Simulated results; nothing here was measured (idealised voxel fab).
process module | voxel gate over fins
cross-section cut | 240 nm wide | cells 5 nm
A cross-section is a grid of square cells, given in bands from the top down. A band is one or more rows of cells.
Each band's line starts with the height of the band's top and of its bottom, in nm. Then come its materials from left to right, each with its width in nm. One material with "throughout" fills the band from edge to edge. "air" is empty space.
Height 0 is the level under which the wafer as received is all one material. The lowest band goes on downwards, as in "0 down".
A width such as "30 to 40" changes by the same amount from each row of cells to the next, from the band's top row to its bottom row.
"no change" after a step means that no cell of the cross-section changed.
closed voids: empty space of 8 cells or more with no open way to the top, each as width x height at its distance from the left edge, in nm
after a step's settings: what the simulator itself notes on the step
overlay nm, on a step with a mask: how far to the right of its planned place the mask lay; to the left if negative
plan
1 op RECEIVE | material Si
2 op CONFORMAL_DEP | material SiN | thk nm 5
3 op DIRECTIONAL_DEP | material aC | thk nm 15
4 op PATTERN | tone cover | mask id FINS | material resist | width nm 15 | pitch nm 50 | thk nm 30 | overlay nm 0
5 op DIRECTIONAL_ETCH | etch materials aC | depth nm 15
6 op STRIP | etch materials resist
7 op DIRECTIONAL_ETCH | etch materials SiN | depth nm 5
8 op DIRECTIONAL_ETCH | etch materials Si | depth nm 35
9 op STRIP | etch materials aC
10 op OXIDIZE | depth nm 5
11 op FILL_DEP | material SiO2 | thk nm 15
12 op CMP | height nm 5
13 op DIRECTIONAL_DEP | material aC | thk nm 10
14 op PATTERN | tone open | mask id RAIL | material resist | width nm 15 | thk nm 30 | overlay nm 0
15 op DIRECTIONAL_ETCH | etch materials aC | depth nm 10
16 op STRIP | etch materials resist
17 op DIRECTIONAL_ETCH | etch materials SiO2 | depth nm 35
18 op STRIP | etch materials aC
19 op CONFORMAL_DEP | material TiN | thk nm 5
20 op FILL_DEP | material W | thk nm 5
21 op CMP | height nm 5
22 op SELECTIVE_ETCH | etch materials W Ru TiN | depth nm 25
23 op FILL_DEP | material SiO2 | thk nm 5
24 op CMP | height nm 5
25 op SELECTIVE_ETCH | etch materials SiO2 | depth nm 15
26 op STRIP | etch materials SiN
27 op CONFORMAL_DEP | material HfO2 | thk nm 5
28 op CONFORMAL_DEP | material TiN | thk nm 5
29 op CONFORMAL_DEP | material TiAl | thk nm 5
30 op CONFORMAL_DEP | material TiN | thk nm 5
31 op FILL_DEP | material W | thk nm 15
32 op CMP | height nm 30
33 op CONFORMAL_DEP | material SiN | thk nm 10
varied across the wafers: thk nm of step 30. The plan shows the first wafer's value. All wafers start alike
first wafer as received, after step 1
  0 down: Si throughout
  closed voids: none
first wafer at the end, after step 33
  40 to 30: SiN throughout
  30 to 20: W throughout
  20 to 15: W 70 | TiN 45 | W 5 | TiN 45 | W 75
  15 to 10: W 70 | TiN 5 | TiAl 35 | TiN 5 | W 5 | TiN 5 | TiAl 35 | TiN 5 | W 75
  10 to 5: TiN 75 | TiAl 5 | TiN 25 | TiAl 5 | TiN 15 | TiAl 5 | TiN 25 | TiAl 5 | TiN 80
  5 to 0: TiAl 80 | TiN 5 | HfO2 15 | TiN 5 | TiAl 25 | TiN 5 | HfO2 15 | TiN 5 | TiAl 85
  0 to -5: TiN 85 | HfO2 5 | Si 5 | HfO2 5 | TiN 35 | HfO2 5 | Si 5 | HfO2 5 | TiN 90
  -5 to -10: HfO2 90 | Si 5 | HfO2 45 | Si 5 | HfO2 95
  -10 to -20: SiO2 90 | Si 5 | SiO2 45 | Si 5 | SiO2 95
  -20 to -25: SiO2 90 | Si 5 | SiO2 15 | TiN 5 | W 5 | TiN 5 | SiO2 15 | Si 5 | SiO2 95
  -25 to -30: SiO2 90 | Si 5 | SiO2 15 | TiN 15 | SiO2 15 | Si 5 | SiO2 95
  -30 to -40: SiO2 90 | Si 5 | SiO2 45 | Si 5 | SiO2 95
  -40 down: Si throughout
  closed voids: none
last wafer at the end
  40 to 30: SiN throughout
  30 to 25: W 55 | TiN 125 | W 60
  25 to 15: TiN throughout
  15 to 10: TiN 75 | TiAl 35 | TiN 15 | TiAl 35 | TiN 80
  10 to 5: TiN 75 | TiAl 5 | TiN 25 | TiAl 5 | TiN 15 | TiAl 5 | TiN 25 | TiAl 5 | TiN 80
  5 to 0: TiAl 80 | TiN 5 | HfO2 15 | TiN 5 | TiAl 25 | TiN 5 | HfO2 15 | TiN 5 | TiAl 85
  0 to -5: TiN 85 | HfO2 5 | Si 5 | HfO2 5 | TiN 35 | HfO2 5 | Si 5 | HfO2 5 | TiN 90
  -5 to -10: HfO2 90 | Si 5 | HfO2 45 | Si 5 | HfO2 95
  -10 to -20: SiO2 90 | Si 5 | SiO2 45 | Si 5 | SiO2 95
  -20 to -25: SiO2 90 | Si 5 | SiO2 15 | TiN 5 | W 5 | TiN 5 | SiO2 15 | Si 5 | SiO2 95
  -25 to -30: SiO2 90 | Si 5 | SiO2 15 | TiN 15 | SiO2 15 | Si 5 | SiO2 95
  -30 to -40: SiO2 90 | Si 5 | SiO2 45 | Si 5 | SiO2 95
  -40 down: Si throughout
  closed voids: none
each wafer at the end: cells of each material gained (+) or lost (-) since it was received, then its closed voids
thk nm 5 | +56 HfO2 | -368 Si | +96 SiN | +270 SiO2 | +56 TiAl | +117 TiN | +157 W | closed voids: none
thk nm 10 | +56 HfO2 | -368 Si | +96 SiN | +270 SiO2 | +56 TiAl | +171 TiN | +103 W | closed voids: none
thk nm 15 | +56 HfO2 | -368 Si | +96 SiN | +270 SiO2 | +56 TiAl | +223 TiN | +51 W | closed voids: none
thk nm 20 | +56 HfO2 | -368 Si | +96 SiN | +270 SiO2 | +56 TiAl | +250 TiN | +24 W | closed voids: none
